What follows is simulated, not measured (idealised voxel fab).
The name of this process module is voxel ribs on slabs.
Cross-section cut spans 215 nm and uses square cells 5 nm in size.
For the purposes of this document, a cross-section shall be understood as a grid of square cells, specified as bands listed in top-to-bottom order, each band consisting of one or more rows of cells. Look at the band entry: it leads with the top's height and the bottom's height in nm. Then it lists the materials left to right, with a width in nm for each. The word "edge to edge" on a single material says that material fills the band edge to edge. The word "blank" is empty space. We count height from 0. Below that, the starting wafer is all one material. The lowest band never ends at the bottom but goes on down; see "z 0 and below" for how that is written. A width given as "30 to 40" starts at the first number in the band's top row and ends at the second number in its bottom row, shifting by an equal amount at every step from row to row. A step reported as "nothing changed" is a step in which no cell of the cross-section changed. "Sealed voids" lists enclosed empty spaces (at least 8 cells, no open path upward to the top), each as width x height at distance from the left edge, in nm. Whatever follows a step's settings on its line is a remark the simulator itself makes about that step. overlay nm: step with mask; distance mask lay right of planned place; negative value = left of planned place.
The planned process steps are enumerated hereunder
- 1: RECEIVE with material Si
- 2: DIRECTIONAL_DEP with material SiO2, thk nm 20
- 3: DIRECTIONAL_DEP with material SiN, thk nm 25
- 4: MASKED_ETCH with tone cover, mask id RIB, width nm 30, etch materials SiN, depth nm 10, overlay nm 0
- 5: MASKED_ETCH with tone cover, mask id SLAB, width nm 70, etch materials SiN, depth nm 15, overlay nm 0
- 6: FILL_DEP with material SiO2, thk nm 20
- 7: CMP with height nm 55
- 8: DIRECTIONAL_DEP with material W, thk nm 5
- 9: MASKED_ETCH with tone cover, mask id HEATER, width nm 40, etch materials W, depth nm 5, overlay nm 0
- 10: CONFORMAL_DEP with material SiO2, thk nm 5
Incoming wafer, cross-sectional view, post step 1
- z 0 and below | Si edge to edge
- Sealed voids: none
Run as planned - first of the two wafers cross-sectioned at the end of the module
- z 65 to 60 | 80 nm blank; 50 nm SiO2; 85 nm blank
- z 60 to 55 | 85 nm SiO2; 40 nm W; 90 nm SiO2
- z 55 to 45 | SiO2 edge to edge
- z 45 to 35 | 90 nm SiO2; 30 nm SiN; 95 nm SiO2
- z 35 to 20 | 70 nm SiO2; 70 nm SiN; 75 nm SiO2
- z 20 to 0 | SiO2 edge to edge
- z 0 and below | Si edge to edge
- Sealed voids: none
Cross-sectional image of the second wafer of the two following completion of the module. Starting state and process plan were the same as for the first wafer; one execution error occurred
- z 65 to 60 | 80 nm blank; 50 nm SiO2; 85 nm blank
- z 60 to 55 | 85 nm SiO2; 40 nm W; 90 nm SiO2
- z 55 to 45 | 70 nm SiO2; 70 nm SiN; 75 nm SiO2
- z 45 to 20 | SiN edge to edge
- z 20 to 0 | SiO2 edge to edge
- z 0 and below | Si edge to edge
- Sealed voids: none
Error vs. plan: twice, step 3 of the plan was run
The second wafer ends with more or fewer cells of some materials than the first, per final count: SiN: 189 more | SiO2: 189 fewer
